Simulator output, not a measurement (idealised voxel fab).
Process module in this document: voxel transistor to metal
Cross-section cut spans 185 nm and uses square cells 5 nm in size.
If you're reading a cross-section in this doc, picture square cells in a grid; it comes to you as bands, top ones listed first down to the bottom, and a band can be one or more rows of cells.
This entry defines a band. It first specifies the height of the band's top and the height of its bottom in nm, and then specifies the band's materials from left to right, stating each material with its width in nm. The word "full width" identifies a single material that fills the band from edge to edge, while the word "blank" identifies empty space.
Note: height 0 marks the level under which the wafer is uniformly one material as received. Lowest band unbounded below, written "0 and below".
Width spec "30->40" -> top row of cells at first value, bottom row at second value, equal per-row change in between.
"nothing got changed" after a step means that no cell of the cross-section changed.
Listed in "Enclosed void list": every empty space of 8 or more cells without an open way to the top. Form: width x height at distance, the distance being from the left edge, all in nm.
What comes after the settings on a step's line is commentary from the simulator itself on that step.
What "overlay nm" on a step's line means: if the step has a mask, that mask lay this far to the right of its planned place, or, when the value is negative, to the left.

**The process steps that were planned are listed below**
1. RECEIVE, material Si
2. OXIDIZE, depth nm 5
3. CONFORMAL_DEP, material SiN, thk nm 15
4. PATTERN, tone cover, mask id ACTIVE, material resist, width nm 115, thk nm 15, overlay nm 0
5. DIRECTIONAL_ETCH, etch materials SiN, depth nm 15
6. DIRECTIONAL_ETCH, etch materials SiO2, depth nm 5
7. DIRECTIONAL_ETCH, etch materials Si, depth nm 30
8. STRIP, etch materials resist
9. OXIDIZE, depth nm 5
10. FILL_DEP, material SiO2, thk nm 10
11. CMP, height nm 15
12. SELECTIVE_ETCH, etch materials SiO2, depth nm 10
13. STRIP, etch materials SiN
14. SELECTIVE_ETCH, etch materials SiO2, depth nm 5
15. OXIDIZE, depth nm 5
16. DIRECTIONAL_DEP, material polySi, thk nm 30
17. DIRECTIONAL_DEP, material SiCN, thk nm 15
18. PATTERN, tone cover, mask id GATE, material resist, width nm 35, thk nm 20, overlay nm 0
19. DIRECTIONAL_ETCH, etch materials SiCN, depth nm 25
20. DIRECTIONAL_ETCH, etch materials polySi, depth nm 40
21. STRIP, etch materials resist
22. CONFORMAL_DEP, material SiN, thk nm 5
23. DIRECTIONAL_ETCH, etch materials SiN, depth nm 5
24. DIRECTIONAL_ETCH, etch materials SiO2, depth nm 5
25. DIRECTIONAL_ETCH, etch materials Si, depth nm 10
26. EPI, material pSi, thk nm 15
27. FILL_DEP, material SiO2, thk nm 5
28. CMP, height nm 25
29. STRIP, etch materials polySi
30. SELECTIVE_ETCH, etch materials SiO2, depth nm 5
31. CONFORMAL_DEP, material HfO2, thk nm 5
32. CONFORMAL_DEP, material TiN, thk nm 5
33. FILL_DEP, material W, thk nm 10
34. CMP, height nm 20
35. DIRECTIONAL_DEP, material SiO2, thk nm 10
36. PATTERN, tone open, mask id CONTACT, material resist, width nm 15, pitch nm 90, thk nm 15, overlay nm 0
37. DIRECTIONAL_ETCH, etch materials SiO2, depth nm 35
38. STRIP, etch materials resist
39. CONFORMAL_DEP, material TiN, thk nm 5
40. FILL_DEP, material W, thk nm 10
41. CMP, height nm 30
42. CONFORMAL_DEP, material SiCN, thk nm 5
43. DIRECTIONAL_DEP, material lowk, thk nm 25
44. PATTERN, tone open, mask id METAL_1, material resist, width nm 15, pitch nm 90, thk nm 15, overlay nm 0
45. DIRECTIONAL_ETCH, etch materials lowk, depth nm 25
46. DIRECTIONAL_ETCH, etch materials SiCN, depth nm 5
47. STRIP, etch materials resist
48. CONFORMAL_DEP, material TiN, thk nm 5
49. FILL_DEP, material Cu, thk nm 10
50. CMP, height nm 60
51. EPI, material Ru, thk nm 5
52. FILL_DEP, material SiCN, thk nm 5
53. DIRECTIONAL_DEP, material lowk, thk nm 30
54. MASKED_ETCH, tone open, mask id METAL_2, width nm 15, pitch nm 90, etch materials lowk, depth nm 20, overlay nm 0
55. PATTERN, tone open, mask id METAL_2_HOLES, material resist, width nm 15, pitch nm 90, thk nm 20, overlay nm 0
56. DIRECTIONAL_ETCH, etch materials lowk, depth nm 10
57. DIRECTIONAL_ETCH, etch materials SiCN, depth nm 5
58. STRIP, etch materials resist
59. CONFORMAL_DEP, material TiN, thk nm 5
60. FILL_DEP, material Cu, thk nm 5
61. CMP, height nm 100
62. CONFORMAL_DEP, material SiCN, thk nm 5

**On the first of the two wafers: run conducted according to plan**

**So this is the incoming wafer in cross-section - it's already been through step 1**
	0 and below | Si full width
	Enclosed void list: none

**So this is the wafer cross-section right after step 2**
	0 down to -5 | SiO2 full width
	For the remainder of the cross-section, below -5, there is no change.

**So this is the wafer cross-section right after step 3**
	15 down to 0 | SiN full width
	For the remainder of the cross-section, below 0, there is no change.

**So this is the wafer cross-section right after step 4**
	30 down to 15 | blank=35  resist=115  blank=35
	For the remainder of the cross-section, below 15, there is no change.

**So this is the wafer cross-section right after step 5**
	30 down to 15 | blank=35  resist=115  blank=35
	15 down to 0 | blank=35  SiN=115  blank=35
	For the remainder of the cross-section, below 0, there is no change.

**So this is the wafer cross-section right after step 6**
	30 down to 15 | blank=35  resist=115  blank=35
	15 down to 0 | blank=35  SiN=115  blank=35
	0 down to -5 | blank=35  SiO2=115  blank=35
	For the remainder of the cross-section, below -5, there is no change.

**So this is the wafer cross-section right after step 7**
	30 down to 15 | blank=35  resist=115  blank=35
	15 down to 0 | blank=35  SiN=115  blank=35
	0 down to -5 | blank=35  SiO2=115  blank=35
	-5 down to -35 | blank=35  Si=115  blank=35
	For the remainder of the cross-section, below -35, there is no change.

**So this is the wafer cross-section right after step 8**
	15 down to 0 | blank=35  SiN=115  blank=35
	For the remainder of the cross-section, below 0, there is no change.

**So this is the wafer cross-section right after step 9**
	15 down to 0 | blank=35  SiN=115  blank=35
	0 down to -5 | blank=35  SiO2=115  blank=35
	-5 down to -35 | blank=35  SiO2=5  Si=105  SiO2=5  blank=35
	-35 down to -40 | SiO2=40  Si=105  SiO2=40
	For the remainder of the cross-section, below -40, there is no change.

**So this is the wafer cross-section right after step 10**
	25 down to 15 | SiO2 full width
	15 down to 0 | SiO2=35  SiN=115  SiO2=35
	0 down to -5 | SiO2 full width
	-5 down to -40 | SiO2=40  Si=105  SiO2=40
	For the remainder of the cross-section, below -40, there is no change.

**So this is the wafer cross-section right after step 11**
	15 down to 0 | SiO2=35  SiN=115  SiO2=35
	For the remainder of the cross-section, below 0, there is no change.

**So this is the wafer cross-section right after step 12**
	15 down to 5 | blank=35  SiN=115  blank=35
	For the remainder of the cross-section, below 5, there is no change.

**So this is the wafer cross-section right after step 13**
	5 down to 0 | SiO2=35  blank=115  SiO2=35
	For the remainder of the cross-section, below 0, there is no change.

**So this is the wafer cross-section right after step 14**
	0 down to -5 | SiO2=30  blank=125  SiO2=30
	For the remainder of the cross-section, below -5, there is no change.

**So this is the wafer cross-section right after step 15**
	0 down to -5 | SiO2=30  blank=125  SiO2=30
	-5 down to -10 | SiO2 full width
	For the remainder of the cross-section, below -10, there is no change.

**So this is the wafer cross-section right after step 16**
	30 down to 25 | polySi=30  blank=125  polySi=30
	25 down to 0 | polySi full width
	0 down to -5 | SiO2=30  polySi=125  SiO2=30
	For the remainder of the cross-section, below -5, there is no change.

**So this is the wafer cross-section right after step 17**
	45 down to 40 | SiCN=30  blank=125  SiCN=30
	40 down to 30 | SiCN full width
	30 down to 25 | polySi=30  SiCN=125  polySi=30
	For the remainder of the cross-section, below 25, there is no change.

**So this is the wafer cross-section right after step 18**
	65 down to 45 | blank=75  resist=35  blank=75
	45 down to 40 | SiCN=30  blank=45  resist=35  blank=45  SiCN=30
	For the remainder of the cross-section, below 40, there is no change.

**So this is the wafer cross-section right after step 19**
	65 down to 40 | blank=75  resist=35  blank=75
	40 down to 30 | blank=75  SiCN=35  blank=75
	30 down to 25 | polySi=30  blank=45  SiCN=35  blank=45  polySi=30
	For the remainder of the cross-section, below 25, there is no change.

**So this is the wafer cross-section right after step 20**
	65 down to 40 | blank=75  resist=35  blank=75
	40 down to 25 | blank=75  SiCN=35  blank=75
	25 down to 0 | blank=75  polySi=35  blank=75
	0 down to -5 | SiO2=30  blank=45  polySi=35  blank=45  SiO2=30
	For the remainder of the cross-section, below -5, there is no change.

**So this is the wafer cross-section right after step 21**
	40 down to 25 | blank=75  SiCN=35  blank=75
	For the remainder of the cross-section, below 25, there is no change.

**So this is the wafer cross-section right after step 22**
	45 down to 40 | blank=70  SiN=45  blank=70
	40 down to 25 | blank=70  SiN=5  SiCN=35  SiN=5  blank=70
	25 down to 5 | blank=70  SiN=5  polySi=35  SiN=5  blank=70
	5 down to 0 | SiN=35  blank=35  SiN=5  polySi=35  SiN=5  blank=35  SiN=35
	0 down to -5 | SiO2=30  SiN=45  polySi=35  SiN=45  SiO2=30
	For the remainder of the cross-section, below -5, there is no change.

**So this is the wafer cross-section right after step 23**
	40 down to 25 | blank=70  SiN=5  SiCN=35  SiN=5  blank=70
	25 down to 0 | blank=70  SiN=5  polySi=35  SiN=5  blank=70
	0 down to -5 | SiO2=30  SiN=5  blank=35  SiN=5  polySi=35  SiN=5  blank=35  SiN=5  SiO2=30
	For the remainder of the cross-section, below -5, there is no change.

**So this is the wafer cross-section right after step 24**
	40 down to 25 | blank=70  SiN=5  SiCN=35  SiN=5  blank=70
	25 down to 0 | blank=70  SiN=5  polySi=35  SiN=5  blank=70
	0 down to -5 | blank=30  SiN=5  blank=35  SiN=5  polySi=35  SiN=5  blank=35  SiN=5  blank=30
	-5 down to -10 | SiO2=35  blank=35  SiO2=45  blank=35  SiO2=35
	For the remainder of the cross-section, below -10, there is no change.

**So this is the wafer cross-section right after step 25**
	40 down to 25 | blank=70  SiN=5  SiCN=35  SiN=5  blank=70
	25 down to 0 | blank=70  SiN=5  polySi=35  SiN=5  blank=70
	0 down to -5 | blank=30  SiN=5  blank=35  SiN=5  polySi=35  SiN=5  blank=35  SiN=5  blank=30
	-5 down to -10 | SiO2=35  blank=35  SiO2=45  blank=35  SiO2=35
	-10 down to -20 | SiO2=40  blank=30  Si=45  blank=30  SiO2=40
	For the remainder of the cross-section, below -20, there is no change.

**So this is the wafer cross-section right after step 26**
	40 down to 25 | blank=70  SiN=5  SiCN=35  SiN=5  blank=70
	25 down to 5 | blank=70  SiN=5  polySi=35  SiN=5  blank=70
	5 down to 0 | blank=55  pSi=15  SiN=5  polySi=35  SiN=5  pSi=15  blank=55
	0 down to -5 | blank=30  SiN=5  blank=20  pSi=15  SiN=5  polySi=35  SiN=5  pSi=15  blank=20  SiN=5  blank=30
	-5 down to -10 | SiO2=35  pSi=35  SiO2=45  pSi=35  SiO2=35
	-10 down to -20 | SiO2=40  pSi=30  Si=45  pSi=30  SiO2=40
	For the remainder of the cross-section, below -20, there is no change.

**So this is the wafer cross-section right after step 27**
	45 down to 40 | SiO2 full width
	40 down to 25 | SiO2=70  SiN=5  SiCN=35  SiN=5  SiO2=70
	25 down to 5 | SiO2=70  SiN=5  polySi=35  SiN=5  SiO2=70
	5 down to 0 | SiO2=55  pSi=15  SiN=5  polySi=35  SiN=5  pSi=15  SiO2=55
	0 down to -5 | SiO2=30  SiN=5  SiO2=20  pSi=15  SiN=5  polySi=35  SiN=5  pSi=15  SiO2=20  SiN=5  SiO2=30
	For the remainder of the cross-section, below -5, there is no change.

**So this is the wafer cross-section right after step 28**
	25 down to 5 | SiO2=70  SiN=5  polySi=35  SiN=5  SiO2=70
	For the remainder of the cross-section, below 5, there is no change.

**So this is the wafer cross-section right after step 29**
	25 down to 5 | SiO2=70  SiN=5  blank=35  SiN=5  SiO2=70
	5 down to 0 | SiO2=55  pSi=15  SiN=5  blank=35  SiN=5  pSi=15  SiO2=55
	0 down to -5 | SiO2=30  SiN=5  SiO2=20  pSi=15  SiN=5  blank=35  SiN=5  pSi=15  SiO2=20  SiN=5  SiO2=30
	For the remainder of the cross-section, below -5, there is no change.

**So this is the wafer cross-section right after step 30**
	25 down to 20 | blank=70  SiN=5  blank=35  SiN=5  blank=70
	20 down to 5 | SiO2=70  SiN=5  blank=35  SiN=5  SiO2=70
	5 down to 0 | SiO2=55  pSi=15  SiN=5  blank=35  SiN=5  pSi=15  SiO2=55
	0 down to -5 | SiO2=30  SiN=5  SiO2=20  pSi=15  SiN=5  blank=35  SiN=5  pSi=15  SiO2=20  SiN=5  SiO2=30
	-5 down to -10 | SiO2=35  pSi=35  blank=45  pSi=35  SiO2=35
	For the remainder of the cross-section, below -10, there is no change.

**So this is the wafer cross-section right after step 31**
	30 down to 25 | blank=65  HfO2=15  blank=25  HfO2=15  blank=65
	25 down to 20 | HfO2=70  SiN=5  HfO2=5  blank=25  HfO2=5  SiN=5  HfO2=70
	20 down to 5 | SiO2=70  SiN=5  HfO2=5  blank=25  HfO2=5  SiN=5  SiO2=70
	5 down to 0 | SiO2=55  pSi=15  SiN=5  HfO2=5  blank=25  HfO2=5  SiN=5  pSi=15  SiO2=55
	0 down to -5 | SiO2=30  SiN=5  SiO2=20  pSi=15  SiN=5  HfO2=5  blank=25  HfO2=5  SiN=5  pSi=15  SiO2=20  SiN=5  SiO2=30
	-5 down to -10 | SiO2=35  pSi=35  HfO2=45  pSi=35  SiO2=35
	For the remainder of the cross-section, below -10, there is no change.

**So this is the wafer cross-section right after step 32**
	35 down to 30 | blank=60  TiN=25  blank=15  TiN=25  blank=60
	30 down to 25 | TiN=65  HfO2=15  TiN=5  blank=15  TiN=5  HfO2=15  TiN=65
	25 down to 20 | HfO2=70  SiN=5  HfO2=5  TiN=5  blank=15  TiN=5  HfO2=5  SiN=5  HfO2=70
	20 down to 5 | SiO2=70  SiN=5  HfO2=5  TiN=5  blank=15  TiN=5  HfO2=5  SiN=5  SiO2=70
	5 down to 0 | SiO2=55  pSi=15  SiN=5  HfO2=5  TiN=5  blank=15  TiN=5  HfO2=5  SiN=5  pSi=15  SiO2=55
	0 down to -5 | SiO2=30  SiN=5  SiO2=20  pSi=15  SiN=5  HfO2=5  TiN=25  HfO2=5  SiN=5  pSi=15  SiO2=20  SiN=5  SiO2=30
	For the remainder of the cross-section, below -5, there is no change.

**So this is the wafer cross-section right after step 33**
	45 down to 35 | W full width
	35 down to 30 | W=60  TiN=25  W=15  TiN=25  W=60
	30 down to 25 | TiN=65  HfO2=15  TiN=5  W=15  TiN=5  HfO2=15  TiN=65
	25 down to 20 | HfO2=70  SiN=5  HfO2=5  TiN=5  W=15  TiN=5  HfO2=5  SiN=5  HfO2=70
	20 down to 5 | SiO2=70  SiN=5  HfO2=5  TiN=5  W=15  TiN=5  HfO2=5  SiN=5  SiO2=70
	5 down to 0 | SiO2=55  pSi=15  SiN=5  HfO2=5  TiN=5  W=15  TiN=5  HfO2=5  SiN=5  pSi=15  SiO2=55
	For the remainder of the cross-section, below 0, there is no change.

**So this is the wafer cross-section right after step 34**
	20 down to 5 | SiO2=70  SiN=5  HfO2=5  TiN=5  W=15  TiN=5  HfO2=5  SiN=5  SiO2=70
	For the remainder of the cross-section, below 5, there is no change.

**So this is the wafer cross-section right after step 35**
	30 down to 20 | SiO2 full width
	For the remainder of the cross-section, below 20, there is no change.

**So this is the wafer cross-section right after step 36**
	45 down to 30 | resist=40  blank=15  resist=75  blank=15  resist=40
	For the remainder of the cross-section, below 30, there is no change.

**So this is the wafer cross-section right after step 37**
	45 down to 30 | resist=40  blank=15  resist=75  blank=15  resist=40
	30 down to 20 | SiO2=40  blank=15  SiO2=75  blank=15  SiO2=40
	20 down to 5 | SiO2=40  blank=15  SiO2=15  SiN=5  HfO2=5  TiN=5  W=15  TiN=5  HfO2=5  SiN=5  SiO2=15  blank=15  SiO2=40
	5 down to 0 | SiO2=40  blank=15  pSi=15  SiN=5  HfO2=5  TiN=5  W=15  TiN=5  HfO2=5  SiN=5  pSi=15  blank=15  SiO2=40
	0 down to -5 | SiO2=30  SiN=5  SiO2=5  blank=15  pSi=15  SiN=5  HfO2=5  TiN=25  HfO2=5  SiN=5  pSi=15  blank=15  SiO2=5  SiN=5  SiO2=30
	For the remainder of the cross-section, below -5, there is no change.

**So this is the wafer cross-section right after step 38**
	30 down to 20 | SiO2=40  blank=15  SiO2=75  blank=15  SiO2=40
	For the remainder of the cross-section, below 20, there is no change.

**So this is the wafer cross-section right after step 39**
	35 down to 30 | TiN=45  blank=5  TiN=85  blank=5  TiN=45
	30 down to 20 | SiO2=40  TiN=5  blank=5  TiN=5  SiO2=75  TiN=5  blank=5  TiN=5  SiO2=40
	20 down to 5 | SiO2=40  TiN=5  blank=5  TiN=5  SiO2=15  SiN=5  HfO2=5  TiN=5  W=15  TiN=5  HfO2=5  SiN=5  SiO2=15  TiN=5  blank=5  TiN=5  SiO2=40
	5 down to 0 | SiO2=40  TiN=5  blank=5  TiN=5  pSi=15  SiN=5  HfO2=5  TiN=5  W=15  TiN=5  HfO2=5  SiN=5  pSi=15  TiN=5  blank=5  TiN=5  SiO2=40
	0 down to -5 | SiO2=30  SiN=5  SiO2=5  TiN=15  pSi=15  SiN=5  HfO2=5  TiN=25  HfO2=5  SiN=5  pSi=15  TiN=15  SiO2=5  SiN=5  SiO2=30
	For the remainder of the cross-section, below -5, there is no change.

**So this is the wafer cross-section right after step 40**
	45 down to 35 | W full width
	35 down to 30 | TiN=45  W=5  TiN=85  W=5  TiN=45
	30 down to 20 | SiO2=40  TiN=5  W=5  TiN=5  SiO2=75  TiN=5  W=5  TiN=5  SiO2=40
	20 down to 5 | SiO2=40  TiN=5  W=5  TiN=5  SiO2=15  SiN=5  HfO2=5  TiN=5  W=15  TiN=5  HfO2=5  SiN=5  SiO2=15  TiN=5  W=5  TiN=5  SiO2=40
	5 down to 0 | SiO2=40  TiN=5  W=5  TiN=5  pSi=15  SiN=5  HfO2=5  TiN=5  W=15  TiN=5  HfO2=5  SiN=5  pSi=15  TiN=5  W=5  TiN=5  SiO2=40
	For the remainder of the cross-section, below 0, there is no change.

**So this is the wafer cross-section right after step 41**
	30 down to 20 | SiO2=40  TiN=5  W=5  TiN=5  SiO2=75  TiN=5  W=5  TiN=5  SiO2=40
	For the remainder of the cross-section, below 20, there is no change.

**So this is the wafer cross-section right after step 42**
	35 down to 30 | SiCN full width
	For the remainder of the cross-section, below 30, there is no change.

**So this is the wafer cross-section right after step 43**
	60 down to 35 | lowk full width
	For the remainder of the cross-section, below 35, there is no change.

**So this is the wafer cross-section right after step 44**
	75 down to 60 | resist=40  blank=15  resist=75  blank=15  resist=40
	For the remainder of the cross-section, below 60, there is no change.

**So this is the wafer cross-section right after step 45**
	75 down to 60 | resist=40  blank=15  resist=75  blank=15  resist=40
	60 down to 35 | lowk=40  blank=15  lowk=75  blank=15  lowk=40
	For the remainder of the cross-section, below 35, there is no change.

**So this is the wafer cross-section right after step 46**
	75 down to 60 | resist=40  blank=15  resist=75  blank=15  resist=40
	60 down to 35 | lowk=40  blank=15  lowk=75  blank=15  lowk=40
	35 down to 30 | SiCN=40  blank=15  SiCN=75  blank=15  SiCN=40
	For the remainder of the cross-section, below 30, there is no change.

**So this is the wafer cross-section right after step 47**
	60 down to 35 | lowk=40  blank=15  lowk=75  blank=15  lowk=40
	For the remainder of the cross-section, below 35, there is no change.

**So this is the wafer cross-section right after step 48**
	65 down to 60 | TiN=45  blank=5  TiN=85  blank=5  TiN=45
	60 down to 35 | lowk=40  TiN=5  blank=5  TiN=5  lowk=75  TiN=5  blank=5  TiN=5  lowk=40
	35 down to 30 | SiCN=40  TiN=15  SiCN=75  TiN=15  SiCN=40
	For the remainder of the cross-section, below 30, there is no change.

**So this is the wafer cross-section right after step 49**
	75 down to 65 | Cu full width
	65 down to 60 | TiN=45  Cu=5  TiN=85  Cu=5  TiN=45
	60 down to 35 | lowk=40  TiN=5  Cu=5  TiN=5  lowk=75  TiN=5  Cu=5  TiN=5  lowk=40
	For the remainder of the cross-section, below 35, there is no change.

**So this is the wafer cross-section right after step 50**
	60 down to 35 | lowk=40  TiN=5  Cu=5  TiN=5  lowk=75  TiN=5  Cu=5  TiN=5  lowk=40
	For the remainder of the cross-section, below 35, there is no change.

**So this is the wafer cross-section right after step 51**
	65 down to 60 | blank=35  Ru=25  blank=65  Ru=25  blank=35
	For the remainder of the cross-section, below 60, there is no change.

**So this is the wafer cross-section right after step 52**
	70 down to 65 | SiCN full width
	65 down to 60 | SiCN=35  Ru=25  SiCN=65  Ru=25  SiCN=35
	For the remainder of the cross-section, below 60, there is no change.

**So this is the wafer cross-section right after step 53**
	100 down to 70 | lowk full width
	For the remainder of the cross-section, below 70, there is no change.

**So this is the wafer cross-section right after step 54**
	100 down to 80 | lowk=40  blank=15  lowk=75  blank=15  lowk=40
	For the remainder of the cross-section, below 80, there is no change.

**So this is the wafer cross-section right after step 55**
	120 down to 100 | resist=40  blank=15  resist=75  blank=15  resist=40
	For the remainder of the cross-section, below 100, there is no change.

**So this is the wafer cross-section right after step 56**
	120 down to 100 | resist=40  blank=15  resist=75  blank=15  resist=40
	100 down to 70 | lowk=40  blank=15  lowk=75  blank=15  lowk=40
	For the remainder of the cross-section, below 70, there is no change.

**So this is the wafer cross-section right after step 57**
	120 down to 100 | resist=40  blank=15  resist=75  blank=15  resist=40
	100 down to 70 | lowk=40  blank=15  lowk=75  blank=15  lowk=40
	70 down to 65 | SiCN=40  blank=15  SiCN=75  blank=15  SiCN=40
	For the remainder of the cross-section, below 65, there is no change.

**So this is the wafer cross-section right after step 58**
	100 down to 70 | lowk=40  blank=15  lowk=75  blank=15  lowk=40
	For the remainder of the cross-section, below 70, there is no change.

**So this is the wafer cross-section right after step 59**
	105 down to 100 | TiN=45  blank=5  TiN=85  blank=5  TiN=45
	100 down to 70 | lowk=40  TiN=5  blank=5  TiN=5  lowk=75  TiN=5  blank=5  TiN=5  lowk=40
	70 down to 65 | SiCN=40  TiN=15  SiCN=75  TiN=15  SiCN=40
	For the remainder of the cross-section, below 65, there is no change.

**So this is the wafer cross-section right after step 60**
	110 down to 105 | Cu full width
	105 down to 100 | TiN=45  Cu=5  TiN=85  Cu=5  TiN=45
	100 down to 70 | lowk=40  TiN=5  Cu=5  TiN=5  lowk=75  TiN=5  Cu=5  TiN=5  lowk=40
	For the remainder of the cross-section, below 70, there is no change.

**So this is the wafer cross-section right after step 61**
	100 down to 70 | lowk=40  TiN=5  Cu=5  TiN=5  lowk=75  TiN=5  Cu=5  TiN=5  lowk=40
	For the remainder of the cross-section, below 70, there is no change.

**So this is the wafer cross-section right after step 62**
	105 down to 100 | SiCN full width
	For the remainder of the cross-section, below 100, there is no change.

**Wafer two of two - same starting point, same process plan, one mistake in execution; matches wafer one up to and including step 49**

Second wafer at the planned finish of step 50, seen in cross-section: nothing got changed

**Second wafer at the planned finish of step 51, seen in cross-section**
	80 down to 75 | Ru full width
	For the remainder of the cross-section, below 75, there is no change.

**Second wafer at the planned finish of step 52, seen in cross-section**
	85 down to 80 | SiCN full width
	For the remainder of the cross-section, below 80, there is no change.

**Second wafer at the planned finish of step 53, seen in cross-section**
	115 down to 85 | lowk full width
	For the remainder of the cross-section, below 85, there is no change.

**Second wafer at the planned finish of step 54, seen in cross-section**
	115 down to 95 | lowk=40  blank=15  lowk=75  blank=15  lowk=40
	For the remainder of the cross-section, below 95, there is no change.

**Second wafer at the planned finish of step 55, seen in cross-section**
	135 down to 115 | resist=40  blank=15  resist=75  blank=15  resist=40
	For the remainder of the cross-section, below 115, there is no change.

**Second wafer at the planned finish of step 56, seen in cross-section**
	135 down to 115 | resist=40  blank=15  resist=75  blank=15  resist=40
	115 down to 85 | lowk=40  blank=15  lowk=75  blank=15  lowk=40
	For the remainder of the cross-section, below 85, there is no change.

**Second wafer at the planned finish of step 57, seen in cross-section**
	135 down to 115 | resist=40  blank=15  resist=75  blank=15  resist=40
	115 down to 85 | lowk=40  blank=15  lowk=75  blank=15  lowk=40
	85 down to 80 | SiCN=40  blank=15  SiCN=75  blank=15  SiCN=40
	For the remainder of the cross-section, below 80, there is no change.

**Second wafer at the planned finish of step 58, seen in cross-section**
	115 down to 85 | lowk=40  blank=15  lowk=75  blank=15  lowk=40
	For the remainder of the cross-section, below 85, there is no change.

**Second wafer at the planned finish of step 59, seen in cross-section**
	120 down to 115 | TiN=45  blank=5  TiN=85  blank=5  TiN=45
	115 down to 85 | lowk=40  TiN=5  blank=5  TiN=5  lowk=75  TiN=5  blank=5  TiN=5  lowk=40
	85 down to 80 | SiCN=40  TiN=15  SiCN=75  TiN=15  SiCN=40
	For the remainder of the cross-section, below 80, there is no change.

**Second wafer at the planned finish of step 60, seen in cross-section**
	125 down to 120 | Cu full width
	120 down to 115 | TiN=45  Cu=5  TiN=85  Cu=5  TiN=45
	115 down to 85 | lowk=40  TiN=5  Cu=5  TiN=5  lowk=75  TiN=5  Cu=5  TiN=5  lowk=40
	For the remainder of the cross-section, below 85, there is no change.

**Second wafer at the planned finish of step 61, seen in cross-section**
	100 down to 85 | lowk=40  TiN=5  Cu=5  TiN=5  lowk=75  TiN=5  Cu=5  TiN=5  lowk=40
	For the remainder of the cross-section, below 85, there is no change.

**Second wafer at the planned finish of step 62, seen in cross-section**
	105 down to 100 | SiCN full width
	For the remainder of the cross-section, below 100, there is no change.
What was the processing mistake? step 50 from the plan never happened, it was just skipped
Heads up, by the end the second wafer has more or fewer cells of some materials compared to the first: +70 Cu | +27 Ru | -27 SiCN | +23 TiN | -93 lowk
